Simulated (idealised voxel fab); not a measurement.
This section sets out a process module, namely voxel tone inversion.
260 nm wide, 5 nm square cells: that's cross-section cut.
We lay out every cross-section as a grid of square cells and spell it out in bands from the top down, where one band means one or more rows of cells.
A band entry consists of two parts. The first gives the height of the band's top and the height of its bottom, in nm. The rest lists the band's materials from left to right, each with its width in nm. A single material labelled with the word "throughout" fills the band from edge to edge, and the word "empty" marks empty space.
Below 0: as-received wafer, all one material; heights counted from there. Lowest band: no bottom, goes on down, written "top 0, no bottom".
The width entry "30 to 40" should be interpreted row by row: the top row of cells in the band takes the first number, the bottom row takes the second number, and the change between adjacent rows is uniform throughout.
A step reported as "no alteration" is a step in which no cell of the cross-section changed.
"Listed closed voids" enumerates empty spaces isolated from the top, with no open way to it, that contain at least 8 cells, giving each as width x height at distance from the left edge, all three in nm.
Whatever follows a step's settings on its line is a remark the simulator itself makes about that step.
Among the settings permitted on a step's line is "overlay nm"; applied to a step with a mask, it specifies the extent to which the mask lay to the right of its planned position, whereas a negative figure signifies a position to the left.
## Intended process steps
1,RECEIVE with material Si
2,CONFORMAL_DEP with material SiN, thk nm 10
3,DIRECTIONAL_DEP with material aC, thk nm 25
4,PATTERN with tone cover, mask id POSTS, material resist, width nm 25, pitch nm 50, thk nm 30, overlay nm 0
5,DIRECTIONAL_ETCH with etch materials aC, depth nm 25
6,STRIP with etch materials resist
7,FILL_DEP with material SiO2, thk nm 5
8,CMP with height nm 35
9,STRIP with etch materials aC
## Here's what the wafer looked like in cross-section when it arrived - that's after step 1
	top 0, no bottom = Si throughout
	Listed closed voids: none
## The first of two wafers, cross-sectioned at the end of the module, with the run proceeding as planned
	top 35, bottom 10 = 65 nm SiO2, then 25 nm empty, then 25 nm SiO2, then 25 nm empty, then 25 nm SiO2, then 25 nm empty, then 70 nm SiO2
	top 10, bottom 0 = SiN throughout
	top 0, no bottom = Si throughout
	Listed closed voids: none
## Wafer two (of two), end-of-module cross-section: start = wafer one, plan = wafer one, one run mistake
	top 35, bottom 10 = 60 nm SiO2, then 25 nm empty, then 25 nm SiO2, then 25 nm empty, then 25 nm SiO2, then 25 nm empty, then 75 nm SiO2
	top 10, bottom 0 = SiN throughout
	top 0, no bottom = Si throughout
	Listed closed voids: none
Plan not followed: step 4 ran differently from the plan; actual operation with settings: PATTERN with tone cover, mask id POSTS, material resist, width nm 25, pitch nm 50, thk nm 30, overlay nm -5
If you tally the cells, the second wafer ends up with the same amount of every material as the first; it's all just sitting in different places.
